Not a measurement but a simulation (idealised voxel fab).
Documented hereafter: the process module known as voxel trench capacitor.
Cross-sectional view cut (width: 275 nm; square cell size: 5 nm).
A cross-section is written here as square cells arranged in a grid, and it is given in bands from the top down, each band taking up one or more rows of cells. Band: top height; bottom height; in nm. Then, left to right: material with width in nm, for each material. "everywhere": a single material spanning edge to edge. "blank": empty space. Ref level 0: as-received wafer is one material below here. Bottom band extends down with no lower bound ("0 nm and below"). The two numbers in a width such as "30->40" mark its ends across the band: the first belongs to the top row of cells, the second to the bottom row, and from each row to the next the width moves by the same amount. Basically "nothing different" means that step didn't change any cell in the cross-section. Any empty space of 8 cells or more lacking an open way to the top shows up in "Completely enclosed voids" as width x height at distance, distance from the left edge, in nm. after a step's settings: what the simulator itself notes on the step. overlay nm: right-of-plan distance of the mask on a masked step; negative values mean left-of-plan.

The process steps that were planned are listed below
| 1 | RECEIVE, material Si |
| 2 | CONFORMAL_DEP, material SiN, thk nm 10 |
| 3 | MASKED_ETCH, tone open, mask id TRENCH, width nm 30, pitch nm 60, etch materials SiN, depth nm 10, overlay nm 0 |
| 4 | MASKED_ETCH, tone open, mask id TRENCH, width nm 30, pitch nm 60, etch materials Si, depth nm 25, overlay nm 0 |
| 5 | CONFORMAL_DEP, material Al2O3, thk nm 5 |
| 6 | CONFORMAL_DEP, material TiN, thk nm 5 |
| 7 | FILL_DEP, material W, thk nm 10 |
| 8 | CMP, height nm 10 |

Wafer at receipt (post step 1), cross-section
> 0 nm and below | Si everywhere
> Completely enclosed voids: none

Sectioned view, first of two wafers, at the close of the module, processed as intended in the plan
> 10 nm to 0 nm | SiN=30 | Al2O3=5 | TiN=5 | W=10 | TiN=5 | Al2O3=5 | SiN=30 | Al2O3=5 | TiN=5 | W=10 | TiN=5 | Al2O3=5 | SiN=30 | Al2O3=5 | TiN=5 | W=10 | TiN=5 | Al2O3=5 | SiN=30 | Al2O3=5 | TiN=5 | W=10 | TiN=5 | Al2O3=5 | SiN=35
> 0 nm to -15 nm | Si=30 | Al2O3=5 | TiN=5 | W=10 | TiN=5 | Al2O3=5 | Si=30 | Al2O3=5 | TiN=5 | W=10 | TiN=5 | Al2O3=5 | Si=30 | Al2O3=5 | TiN=5 | W=10 | TiN=5 | Al2O3=5 | Si=30 | Al2O3=5 | TiN=5 | W=10 | TiN=5 | Al2O3=5 | Si=35
> -15 nm to -20 nm | Si=30 | Al2O3=5 | TiN=20 | Al2O3=5 | Si=30 | Al2O3=5 | TiN=20 | Al2O3=5 | Si=30 | Al2O3=5 | TiN=20 | Al2O3=5 | Si=30 | Al2O3=5 | TiN=20 | Al2O3=5 | Si=35
> -20 nm to -25 nm | Si=30 | Al2O3=30 | Si=30 | Al2O3=30 | Si=30 | Al2O3=30 | Si=30 | Al2O3=30 | Si=35
> -25 nm and below | Si everywhere
> Completely enclosed voids: none

Cross-sectional view: second of two wafers, end of module; start and plan identical to the first, one mistake in running
> 10 nm to 0 nm | SiN=30 | Al2O3=5 | TiN=5 | W=10 | TiN=5 | Al2O3=5 | SiN=30 | Al2O3=5 | TiN=5 | W=10 | TiN=5 | Al2O3=5 | SiN=30 | Al2O3=5 | TiN=5 | W=10 | TiN=5 | Al2O3=5 | SiN=30 | Al2O3=5 | TiN=5 | W=10 | TiN=5 | Al2O3=5 | SiN=35
> 0 nm to -5 nm | Si=30 | Al2O3=5 | TiN=5 | W=10 | TiN=5 | Al2O3=5 | Si=30 | Al2O3=5 | TiN=5 | W=10 | TiN=5 | Al2O3=5 | Si=30 | Al2O3=5 | TiN=5 | W=10 | TiN=5 | Al2O3=5 | Si=30 | Al2O3=5 | TiN=5 | W=10 | TiN=5 | Al2O3=5 | Si=35
> -5 nm to -10 nm | Si=30 | Al2O3=5 | TiN=20 | Al2O3=5 | Si=30 | Al2O3=5 | TiN=20 | Al2O3=5 | Si=30 | Al2O3=5 | TiN=20 | Al2O3=5 | Si=30 | Al2O3=5 | TiN=20 | Al2O3=5 | Si=35
> -10 nm to -15 nm | Si=30 | Al2O3=30 | Si=30 | Al2O3=30 | Si=30 | Al2O3=30 | Si=30 | Al2O3=30 | Si=35
> -15 nm and below | Si everywhere
> Completely enclosed voids: none
In executing the process, a mistake was made relative to the plan: note that step 4 departed from the planned setting and was carried out as MASKED_ETCH, tone open, mask id TRENCH, width nm 30, pitch nm 60, etch materials Si, depth nm 15, overlay nm 0
It is noted that, at the conclusion of processing, the second wafer exhibits a higher or lower cell count for certain materials relative to the first: -16 Al2O3, +48 Si, -16 TiN, -16 W
